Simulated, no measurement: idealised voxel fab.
The document below concerns the process module designated voxel lift off.
Cross-section cut: width 215 nm, square cells of 5 nm.
This document writes a cross-section as a grid whose cells are square, and gives it as bands, listed from the top down; one or more rows of cells form a band. Look at the band entry: it leads with the top's height and the bottom's height in nm. Then it lists the materials left to right, with a width in nm for each. The word "full width" on a single material says that material fills the band edge to edge. The word "air" is empty space. Convention: height 0 is the level below which the wafer, as received, is all one material. The lowest band does not terminate at the bottom but continues downward, represented as "0 and below". With a width like "30..40", each row of cells in the band differs from the next by the same amount, the top row carrying the first number and the bottom row the second. "nothing changed" after a step means that no cell of the cross-section changed. This entry, "Encapsulated voids", enumerates those empty regions of no fewer than 8 cells that possess no open connection to the top. Each region is reported in the form width x height at distance, the distance being taken from the left edge, with all three quantities expressed in nm. On each step's line, the part that comes after the settings is the simulator's own comment on the step. overlay nm: how far to the right of its planned place the mask lay on this masked step (negative: to the left).
Steps in the process plan
1) RECEIVE [material Si]
2) CONFORMAL_DEP [material SiN] [thk nm 5]
3) PATTERN [tone open] [mask id LINES] [material resist] [width nm 25] [pitch nm 50] [thk nm 25] [overlay nm 0]
4) DIRECTIONAL_DEP [material Ru] [thk nm 15]
5) STRIP [etch materials resist]
6) CONFORMAL_DEP [material SiN] [thk nm 5]
First wafer, two in total, run as planned
Delivered wafer in cross-section: state after step 1
- 0 and below: Si full width
- Encapsulated voids: none
How the wafer stands in section after step 2
- 5 down to 0: SiN full width
- No changes below 0.
How the wafer stands in section after step 3
- 30 down to 5: 20 resist  25 air  25 resist  25 air  25 resist  25 air  25 resist  25 air  20 resist
- No changes below 5.
How the wafer stands in section after step 4
- 45 down to 30: 20 Ru  25 air  25 Ru  25 air  25 Ru  25 air  25 Ru  25 air  20 Ru
- 30 down to 20: 20 resist  25 air  25 resist  25 air  25 resist  25 air  25 resist  25 air  20 resist
- 20 down to 5: 20 resist  25 Ru  25 resist  25 Ru  25 resist  25 Ru  25 resist  25 Ru  20 resist
- No changes below 5.
How the wafer stands in section after step 5
- 20 down to 5: 20 air  25 Ru  25 air  25 Ru  25 air  25 Ru  25 air  25 Ru  20 air
- No changes below 5.
How the wafer stands in section after step 6
- 25 down to 20: 15 air  35 SiN  15 air  35 SiN  15 air  35 SiN  15 air  35 SiN  15 air
- 20 down to 10: 15 air  5 SiN  25 Ru  5 SiN  15 air  5 SiN  25 Ru  5 SiN  15 air  5 SiN  25 Ru  5 SiN  15 air  5 SiN  25 Ru  5 SiN  15 air
- 10 down to 5: 20 SiN  25 Ru  25 SiN  25 Ru  25 SiN  25 Ru  25 SiN  25 Ru  20 SiN
- No changes below 5.
Wafer two. Same start, same plan, one slip in execution. Same as wafer one through step 2, inclusive
Cross-sectional representation of the second wafer at the time designated in the plan for the completion of step 3
- 30 down to 5: 15 resist  25 air  25 resist  25 air  25 resist  25 air  25 resist  25 air  25 resist
- No changes below 5.
Cross-sectional representation of the second wafer at the time designated in the plan for the completion of step 4
- 45 down to 30: 15 Ru  25 air  25 Ru  25 air  25 Ru  25 air  25 Ru  25 air  25 Ru
- 30 down to 20: 15 resist  25 air  25 resist  25 air  25 resist  25 air  25 resist  25 air  25 resist
- 20 down to 5: 15 resist  25 Ru  25 resist  25 Ru  25 resist  25 Ru  25 resist  25 Ru  25 resist
- No changes below 5.
Cross-sectional representation of the second wafer at the time designated in the plan for the completion of step 5
- 20 down to 5: 15 air  25 Ru  25 air  25 Ru  25 air  25 Ru  25 air  25 Ru  25 air
- No changes below 5.
Cross-sectional representation of the second wafer at the time designated in the plan for the completion of step 6
- 25 down to 20: 10 air  35 SiN  15 air  35 SiN  15 air  35 SiN  15 air  35 SiN  20 air
- 20 down to 10: 10 air  5 SiN  25 Ru  5 SiN  15 air  5 SiN  25 Ru  5 SiN  15 air  5 SiN  25 Ru  5 SiN  15 air  5 SiN  25 Ru  5 SiN  20 air
- 10 down to 5: 15 SiN  25 Ru  25 SiN  25 Ru  25 SiN  25 Ru  25 SiN  25 Ru  25 SiN
- No changes below 5.
What was the processing mistake? it should be noted that step 3 was executed with settings other than those planned, the operation and settings actually applied being PATTERN [tone open] [mask id LINES] [material resist] [width nm 25] [pitch nm 50] [thk nm 25] [overlay nm -5]
At the end, each material covers as many cells on the second wafer as it does on the first, though the cells it covers are elsewhere.
